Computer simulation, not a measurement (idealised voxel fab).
A process module follows: voxel local oxidation.
It is cross-section cut that appears here, measuring 145 nm in width, its square cells being 5 nm in size.
Reading order for cross-sections: top band down to bottom band. Underlying form: a grid of square cells. Band size: one or more rows of cells. Look at the band entry: it leads with the top's height and the bottom's height in nm. Then it lists the materials left to right, with a width in nm for each. The word "all across" on a single material says that material fills the band edge to edge. The word "empty" is empty space. Beneath 0, the wafer as received is one material, and that level is where height counting begins. The lowest band goes on downward without a bottom; it is written like "0 nm and below". Width: "30..40" (first number = top row, second number = bottom row, same change from row to row of cells). It should be understood that the words "identical to before", when stated for a given step, signify that the cross-section underwent no change in any of its cells during that step. Each empty space that has no open way to the top and spans at least 8 cells appears under "Closed-off voids" as width x height at distance, the distance counted from the left edge, all in nm. Heads up: the bit after the settings on a step's line is the simulator's remark on that step. overlay nm: mask offset rightward from planned place, masked step; negative means leftward offset.
Process steps - plan
1: RECEIVE with material Si
2: CONFORMAL_DEP with material SiO2, thk nm 5
3: CONFORMAL_DEP with material SiN, thk nm 10
4: PATTERN with tone cover, mask id ACTIVE, material resist, width nm 115, thk nm 20, overlay nm 0
5: DIRECTIONAL_ETCH with etch materials SiN, depth nm 10
6: STRIP with etch materials resist
7: SELECTIVE_ETCH with etch materials SiO2, depth nm 5
8: OXIDIZE with depth nm 10
9: STRIP with etch materials SiN
Received-state cross-section, reflecting completion of step 1
0 nm and below  Si all across
Closed-off voids: none
The first of the two wafers as seen in cross-section once the module was finished; processing followed the plan
5 nm to 0 nm  20 of empty | 105 of SiO2 | 20 of empty
0 nm to -10 nm  30 of SiO2 | 85 of Si | 30 of SiO2
-10 nm and below  Si all across
Closed-off voids: none
Second wafer cross-section at end of module - shared start and plan with the first, one mistake in the run
15 nm to 10 nm  20 of empty | 105 of SiO2 | 20 of empty
10 nm to 0 nm  SiO2 all across
0 nm and below  Si all across
Closed-off voids: none
Processing error: not per plan at step 2, really ran CONFORMAL_DEP with material SiO2, thk nm 15
The final cell counts differ between the wafers, with the second having more or fewer of some materials than the first: Si +24, SiO2 +34
